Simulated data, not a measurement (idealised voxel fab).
voxel capacitor over wiring: a process module
This is section cut - it's 175 nm across, gridded in 5 nm square cells.
Throughout this document, each cross-section is represented as a grid of square cells and is presented as a sequence of bands enumerated from the top downward, where a band comprises one or more rows of cells. Each band's line starts with the height of the band's top and of its bottom, in nm. Then come its materials from left to right, each with its width in nm. One material with "full width" fills the band from edge to edge. "blank" is empty space. Height datum 0, below which the as-received substrate wafer is one material. Lowest band open at the bottom, running downward: "top 0, no bottom". Read "30..40" as a graded width: first number on top, second number at the bottom, same change between each pair of neighbouring rows. Any step labelled "remained the same" changed none of the cells in the cross-section. In the "Enclosed cavities" entry, you get each enclosed empty space of 8 cells or more, one with no open way to the top, written width x height at distance, distance from the left edge, in nm. Post-settings text on a step line: simulator's own remark regarding the step. Each step line may optionally specify "overlay nm", which for a step with a mask gives the rightward distance between the mask's planned place and where it lay, a negative value indicating the leftward direction.
The following list gives the planned process steps:
step 1: RECEIVE: material Si
step 2: CONFORMAL_DEP: material SiO2, thk nm 15
step 3: DIRECTIONAL_DEP: material TiN, thk nm 5
step 4: DIRECTIONAL_DEP: material Ru, thk nm 20
step 5: PATTERN: tone cover, mask id METAL_1, material resist, width nm 20, pitch nm 70, thk nm 15, overlay nm 0
step 6: DIRECTIONAL_ETCH: etch materials Ru, depth nm 20
step 7: DIRECTIONAL_ETCH: etch materials TiN, depth nm 5
step 8: STRIP: etch materials resist
step 9: FILL_DEP: material lowk, thk nm 10
step 10: CMP: height nm 40
step 11: CONFORMAL_DEP: material SiCN, thk nm 5
step 12: DIRECTIONAL_DEP: material SiO2, thk nm 20
step 13: PATTERN: tone open, mask id PLUG_1, material resist, width nm 15, thk nm 20, overlay nm 0
step 14: DIRECTIONAL_ETCH: etch materials SiO2, depth nm 20
step 15: DIRECTIONAL_ETCH: etch materials SiCN, depth nm 5
step 16: STRIP: etch materials resist
step 17: CONFORMAL_DEP: material TiN, thk nm 5
step 18: FILL_DEP: material Ru, thk nm 10
step 19: CMP: height nm 65
step 20: DIRECTIONAL_DEP: material TiN, thk nm 5
step 21: DIRECTIONAL_DEP: material SiN, thk nm 5
step 22: DIRECTIONAL_DEP: material TiN, thk nm 5
step 23: PATTERN: tone cover, mask id UPPER_PLATE, material resist, width nm 55, thk nm 20, overlay nm 0
step 24: DIRECTIONAL_ETCH: etch materials TiN, depth nm 5
step 25: DIRECTIONAL_ETCH: etch materials SiN, depth nm 5
step 26: STRIP: etch materials resist
step 27: MASKED_ETCH: tone cover, mask id LOWER_PLATE, width nm 65, etch materials TiN, depth nm 5, overlay nm 0
step 28: FILL_DEP: material SiO2, thk nm 15
step 29: CMP: height nm 90
step 30: DIRECTIONAL_DEP: material aC, thk nm 10
step 31: PATTERN: tone open, mask id PLUG_2, material resist, width nm 15, thk nm 25, overlay nm 0
step 32: DIRECTIONAL_ETCH: etch materials aC, depth nm 10
step 33: STRIP: etch materials resist
step 34: DIRECTIONAL_ETCH: etch materials SiO2, depth nm 10
step 35: STRIP: etch materials aC
step 36: CONFORMAL_DEP: material TiN, thk nm 5
step 37: FILL_DEP: material W, thk nm 5
step 38: CMP: height nm 90
step 39: CONFORMAL_DEP: material SiCN, thk nm 5
Wafer, first of two, run as planned:
As received (post step 1): cross-section:
* top 0, no bottom: Si full width
* Enclosed cavities: none
The following cross-section depicts the wafer upon completion of step 2:
* top 15, bottom 0: SiO2 full width
* Below 0, no change.
The following cross-section depicts the wafer upon completion of step 3:
* top 20, bottom 15: TiN full width
* Below 15, no change.
The following cross-section depicts the wafer upon completion of step 4:
* top 40, bottom 20: Ru full width
* Below 20, no change.
The following cross-section depicts the wafer upon completion of step 5:
* top 55, bottom 40: blank: 40, then resist: 20, then blank: 50, then resist: 20, then blank: 45
* Below 40, no change.
The following cross-section depicts the wafer upon completion of step 6:
* top 55, bottom 40: blank: 40, then resist: 20, then blank: 50, then resist: 20, then blank: 45
* top 40, bottom 20: blank: 40, then Ru: 20, then blank: 50, then Ru: 20, then blank: 45
* Below 20, no change.
The following cross-section depicts the wafer upon completion of step 7:
* top 55, bottom 40: blank: 40, then resist: 20, then blank: 50, then resist: 20, then blank: 45
* top 40, bottom 20: blank: 40, then Ru: 20, then blank: 50, then Ru: 20, then blank: 45
* top 20, bottom 15: blank: 40, then TiN: 20, then blank: 50, then TiN: 20, then blank: 45
* Below 15, no change.
The following cross-section depicts the wafer upon completion of step 8:
* top 40, bottom 20: blank: 40, then Ru: 20, then blank: 50, then Ru: 20, then blank: 45
* Below 20, no change.
The following cross-section depicts the wafer upon completion of step 9:
* top 50, bottom 40: lowk full width
* top 40, bottom 20: lowk: 40, then Ru: 20, then lowk: 50, then Ru: 20, then lowk: 45
* top 20, bottom 15: lowk: 40, then TiN: 20, then lowk: 50, then TiN: 20, then lowk: 45
* Below 15, no change.
The following cross-section depicts the wafer upon completion of step 10:
* top 40, bottom 20: lowk: 40, then Ru: 20, then lowk: 50, then Ru: 20, then lowk: 45
* Below 20, no change.
The following cross-section depicts the wafer upon completion of step 11:
* top 45, bottom 40: SiCN full width
* Below 40, no change.
The following cross-section depicts the wafer upon completion of step 12:
* top 65, bottom 45: SiO2 full width
* Below 45, no change.
The following cross-section depicts the wafer upon completion of step 13:
* top 85, bottom 65: resist: 45, then blank: 15, then resist: 115
* Below 65, no change.
The following cross-section depicts the wafer upon completion of step 14:
* top 85, bottom 65: resist: 45, then blank: 15, then resist: 115
* top 65, bottom 45: SiO2: 45, then blank: 15, then SiO2: 115
* Below 45, no change.
The following cross-section depicts the wafer upon completion of step 15:
* top 85, bottom 65: resist: 45, then blank: 15, then resist: 115
* top 65, bottom 45: SiO2: 45, then blank: 15, then SiO2: 115
* top 45, bottom 40: SiCN: 45, then blank: 15, then SiCN: 115
* Below 40, no change.
The following cross-section depicts the wafer upon completion of step 16:
* top 65, bottom 45: SiO2: 45, then blank: 15, then SiO2: 115
* Below 45, no change.
The following cross-section depicts the wafer upon completion of step 17:
* top 70, bottom 65: TiN: 50, then blank: 5, then TiN: 120
* top 65, bottom 45: SiO2: 45, then TiN: 5, then blank: 5, then TiN: 5, then SiO2: 115
* top 45, bottom 40: SiCN: 45, then TiN: 15, then SiCN: 115
* Below 40, no change.
The following cross-section depicts the wafer upon completion of step 18:
* top 80, bottom 70: Ru full width
* top 70, bottom 65: TiN: 50, then Ru: 5, then TiN: 120
* top 65, bottom 45: SiO2: 45, then TiN: 5, then Ru: 5, then TiN: 5, then SiO2: 115
* Below 45, no change.
The following cross-section depicts the wafer upon completion of step 19:
* top 65, bottom 45: SiO2: 45, then TiN: 5, then Ru: 5, then TiN: 5, then SiO2: 115
* Below 45, no change.
The following cross-section depicts the wafer upon completion of step 20:
* top 70, bottom 65: TiN full width
* Below 65, no change.
The following cross-section depicts the wafer upon completion of step 21:
* top 75, bottom 70: SiN full width
* Below 70, no change.
The following cross-section depicts the wafer upon completion of step 22:
* top 80, bottom 75: TiN full width
* Below 75, no change.
The following cross-section depicts the wafer upon completion of step 23:
* top 100, bottom 80: blank: 45, then resist: 55, then blank: 75
* Below 80, no change.
The following cross-section depicts the wafer upon completion of step 24:
* top 100, bottom 80: blank: 45, then resist: 55, then blank: 75
* top 80, bottom 75: blank: 45, then TiN: 55, then blank: 75
* Below 75, no change.
The following cross-section depicts the wafer upon completion of step 25:
* top 100, bottom 80: blank: 45, then resist: 55, then blank: 75
* top 80, bottom 75: blank: 45, then TiN: 55, then blank: 75
* top 75, bottom 70: blank: 45, then SiN: 55, then blank: 75
* Below 70, no change.
The following cross-section depicts the wafer upon completion of step 26:
* top 80, bottom 75: blank: 45, then TiN: 55, then blank: 75
* Below 75, no change.
The following cross-section depicts the wafer upon completion of step 27:
* top 80, bottom 75: blank: 45, then TiN: 55, then blank: 75
* top 75, bottom 70: blank: 45, then SiN: 55, then blank: 75
* top 70, bottom 65: blank: 40, then TiN: 65, then blank: 70
* Below 65, no change.
The following cross-section depicts the wafer upon completion of step 28:
* top 95, bottom 80: SiO2 full width
* top 80, bottom 75: SiO2: 45, then TiN: 55, then SiO2: 75
* top 75, bottom 70: SiO2: 45, then SiN: 55, then SiO2: 75
* top 70, bottom 65: SiO2: 40, then TiN: 65, then SiO2: 70
* Below 65, no change.
The following cross-section depicts the wafer upon completion of step 29:
* top 90, bottom 80: SiO2 full width
* Below 80, no change.
The following cross-section depicts the wafer upon completion of step 30:
* top 100, bottom 90: aC full width
* Below 90, no change.
The following cross-section depicts the wafer upon completion of step 31:
* top 125, bottom 100: resist: 55, then blank: 15, then resist: 105
* Below 100, no change.
The following cross-section depicts the wafer upon completion of step 32:
* top 115, bottom 100: resist: 55, then blank: 15, then resist: 105
* top 100, bottom 90: aC: 55, then blank: 15, then aC: 105
* Below 90, no change.
The following cross-section depicts the wafer upon completion of step 33:
* top 100, bottom 90: aC: 55, then blank: 15, then aC: 105
* Below 90, no change.
The following cross-section depicts the wafer upon completion of step 34:
* top 100, bottom 90: aC: 55, then blank: 15, then aC: 105
* top 90, bottom 80: SiO2: 55, then blank: 15, then SiO2: 105
* Below 80, no change.
The following cross-section depicts the wafer upon completion of step 35:
* top 90, bottom 80: SiO2: 55, then blank: 15, then SiO2: 105
* Below 80, no change.
The following cross-section depicts the wafer upon completion of step 36:
* top 95, bottom 90: TiN: 60, then blank: 5, then TiN: 110
* top 90, bottom 85: SiO2: 55, then TiN: 5, then blank: 5, then TiN: 5, then SiO2: 105
* top 85, bottom 75: SiO2: 55..45, then TiN: 15..55, then SiO2: 105..75
* Below 75, no change.
The following cross-section depicts the wafer upon completion of step 37:
* top 100, bottom 95: W full width
* top 95, bottom 90: TiN: 60, then W: 5, then TiN: 110
* top 90, bottom 85: SiO2: 55, then TiN: 5, then W: 5, then TiN: 5, then SiO2: 105
* Below 85, no change.
The following cross-section depicts the wafer upon completion of step 38:
* top 90, bottom 85: SiO2: 55, then TiN: 5, then W: 5, then TiN: 5, then SiO2: 105
* Below 85, no change.
The following cross-section depicts the wafer upon completion of step 39:
* top 95, bottom 90: SiCN full width
* Below 90, no change.
Wafer two: like wafer one in start and plan, but with one mistake in execution; identical up to and including step 1:
Second wafer shown in cross-section at the time step 2 was slated to end:
* top 30, bottom 0: SiO2 full width
* Below 0, no change.
Second wafer shown in cross-section at the time step 3 was slated to end:
* top 35, bottom 30: TiN full width
* Below 30, no change.
Second wafer shown in cross-section at the time step 4 was slated to end:
* top 55, bottom 35: Ru full width
* Below 35, no change.
Second wafer shown in cross-section at the time step 5 was slated to end:
* top 70, bottom 55: blank: 40, then resist: 20, then blank: 50, then resist: 20, then blank: 45
* Below 55, no change.
Second wafer shown in cross-section at the time step 6 was slated to end:
* top 70, bottom 55: blank: 40, then resist: 20, then blank: 50, then resist: 20, then blank: 45
* top 55, bottom 35: blank: 40, then Ru: 20, then blank: 50, then Ru: 20, then blank: 45
* Below 35, no change.
Second wafer shown in cross-section at the time step 7 was slated to end:
* top 70, bottom 55: blank: 40, then resist: 20, then blank: 50, then resist: 20, then blank: 45
* top 55, bottom 35: blank: 40, then Ru: 20, then blank: 50, then Ru: 20, then blank: 45
* top 35, bottom 30: blank: 40, then TiN: 20, then blank: 50, then TiN: 20, then blank: 45
* Below 30, no change.
Second wafer shown in cross-section at the time step 8 was slated to end:
* top 55, bottom 35: blank: 40, then Ru: 20, then blank: 50, then Ru: 20, then blank: 45
* Below 35, no change.
Second wafer shown in cross-section at the time step 9 was slated to end:
* top 65, bottom 55: lowk full width
* top 55, bottom 35: lowk: 40, then Ru: 20, then lowk: 50, then Ru: 20, then lowk: 45
* top 35, bottom 30: lowk: 40, then TiN: 20, then lowk: 50, then TiN: 20, then lowk: 45
* Below 30, no change.
Second wafer shown in cross-section at the time step 10 was slated to end:
* top 40, bottom 35: lowk: 40, then Ru: 20, then lowk: 50, then Ru: 20, then lowk: 45
* Below 35, no change.
Second wafer shown in cross-section at the time step 11 was slated to end:
* top 45, bottom 40: SiCN full width
* Below 40, no change.
Second wafer shown in cross-section at the time step 12 was slated to end:
* top 65, bottom 45: SiO2 full width
* Below 45, no change.
Second wafer shown in cross-section at the time step 13 was slated to end:
* top 85, bottom 65: resist: 45, then blank: 15, then resist: 115
* Below 65, no change.
Second wafer shown in cross-section at the time step 14 was slated to end:
* top 85, bottom 65: resist: 45, then blank: 15, then resist: 115
* top 65, bottom 45: SiO2: 45, then blank: 15, then SiO2: 115
* Below 45, no change.
Second wafer shown in cross-section at the time step 15 was slated to end:
* top 85, bottom 65: resist: 45, then blank: 15, then resist: 115
* top 65, bottom 45: SiO2: 45, then blank: 15, then SiO2: 115
* top 45, bottom 40: SiCN: 45, then blank: 15, then SiCN: 115
* Below 40, no change.
Second wafer shown in cross-section at the time step 16 was slated to end:
* top 65, bottom 45: SiO2: 45, then blank: 15, then SiO2: 115
* Below 45, no change.
Second wafer shown in cross-section at the time step 17 was slated to end:
* top 70, bottom 65: TiN: 50, then blank: 5, then TiN: 120
* top 65, bottom 45: SiO2: 45, then TiN: 5, then blank: 5, then TiN: 5, then SiO2: 115
* top 45, bottom 40: SiCN: 45, then TiN: 15, then SiCN: 115
* Below 40, no change.
Second wafer shown in cross-section at the time step 18 was slated to end:
* top 80, bottom 70: Ru full width
* top 70, bottom 65: TiN: 50, then Ru: 5, then TiN: 120
* top 65, bottom 45: SiO2: 45, then TiN: 5, then Ru: 5, then TiN: 5, then SiO2: 115
* Below 45, no change.
Second wafer shown in cross-section at the time step 19 was slated to end:
* top 65, bottom 45: SiO2: 45, then TiN: 5, then Ru: 5, then TiN: 5, then SiO2: 115
* Below 45, no change.
Second wafer shown in cross-section at the time step 20 was slated to end:
* top 70, bottom 65: TiN full width
* Below 65, no change.
Second wafer shown in cross-section at the time step 21 was slated to end:
* top 75, bottom 70: SiN full width
* Below 70, no change.
Second wafer shown in cross-section at the time step 22 was slated to end:
* top 80, bottom 75: TiN full width
* Below 75, no change.
Second wafer shown in cross-section at the time step 23 was slated to end:
* top 100, bottom 80: blank: 45, then resist: 55, then blank: 75
* Below 80, no change.
Second wafer shown in cross-section at the time step 24 was slated to end:
* top 100, bottom 80: blank: 45, then resist: 55, then blank: 75
* top 80, bottom 75: blank: 45, then TiN: 55, then blank: 75
* Below 75, no change.
Second wafer shown in cross-section at the time step 25 was slated to end:
* top 100, bottom 80: blank: 45, then resist: 55, then blank: 75
* top 80, bottom 75: blank: 45, then TiN: 55, then blank: 75
* top 75, bottom 70: blank: 45, then SiN: 55, then blank: 75
* Below 70, no change.
Second wafer shown in cross-section at the time step 26 was slated to end:
* top 80, bottom 75: blank: 45, then TiN: 55, then blank: 75
* Below 75, no change.
Second wafer shown in cross-section at the time step 27 was slated to end:
* top 80, bottom 75: blank: 45, then TiN: 55, then blank: 75
* top 75, bottom 70: blank: 45, then SiN: 55, then blank: 75
* top 70, bottom 65: blank: 40, then TiN: 65, then blank: 70
* Below 65, no change.
Second wafer shown in cross-section at the time step 28 was slated to end:
* top 95, bottom 80: SiO2 full width
* top 80, bottom 75: SiO2: 45, then TiN: 55, then SiO2: 75
* top 75, bottom 70: SiO2: 45, then SiN: 55, then SiO2: 75
* top 70, bottom 65: SiO2: 40, then TiN: 65, then SiO2: 70
* Below 65, no change.
Second wafer shown in cross-section at the time step 29 was slated to end:
* top 90, bottom 80: SiO2 full width
* Below 80, no change.
Second wafer shown in cross-section at the time step 30 was slated to end:
* top 100, bottom 90: aC full width
* Below 90, no change.
Second wafer shown in cross-section at the time step 31 was slated to end:
* top 125, bottom 100: resist: 55, then blank: 15, then resist: 105
* Below 100, no change.
Second wafer shown in cross-section at the time step 32 was slated to end:
* top 115, bottom 100: resist: 55, then blank: 15, then resist: 105
* top 100, bottom 90: aC: 55, then blank: 15, then aC: 105
* Below 90, no change.
Second wafer shown in cross-section at the time step 33 was slated to end:
* top 100, bottom 90: aC: 55, then blank: 15, then aC: 105
* Below 90, no change.
Second wafer shown in cross-section at the time step 34 was slated to end:
* top 100, bottom 90: aC: 55, then blank: 15, then aC: 105
* top 90, bottom 80: SiO2: 55, then blank: 15, then SiO2: 105
* Below 80, no change.
Second wafer shown in cross-section at the time step 35 was slated to end:
* top 90, bottom 80: SiO2: 55, then blank: 15, then SiO2: 105
* Below 80, no change.
Second wafer shown in cross-section at the time step 36 was slated to end:
* top 95, bottom 90: TiN: 60, then blank: 5, then TiN: 110
* top 90, bottom 85: SiO2: 55, then TiN: 5, then blank: 5, then TiN: 5, then SiO2: 105
* top 85, bottom 75: SiO2: 55..45, then TiN: 15..55, then SiO2: 105..75
* Below 75, no change.
Second wafer shown in cross-section at the time step 37 was slated to end:
* top 100, bottom 95: W full width
* top 95, bottom 90: TiN: 60, then W: 5, then TiN: 110
* top 90, bottom 85: SiO2: 55, then TiN: 5, then W: 5, then TiN: 5, then SiO2: 105
* Below 85, no change.
Second wafer shown in cross-section at the time step 38 was slated to end:
* top 90, bottom 85: SiO2: 55, then TiN: 5, then W: 5, then TiN: 5, then SiO2: 105
* Below 85, no change.
Second wafer shown in cross-section at the time step 39 was slated to end:
* top 95, bottom 90: SiCN full width
* Below 90, no change.
Nonconformance to the process plan: the plan's step 2 ran twice
The second wafer ends with more or fewer cells of some materials than the first, per final count: Ru: 24 fewer, SiO2: 105 more, lowk: 81 fewer
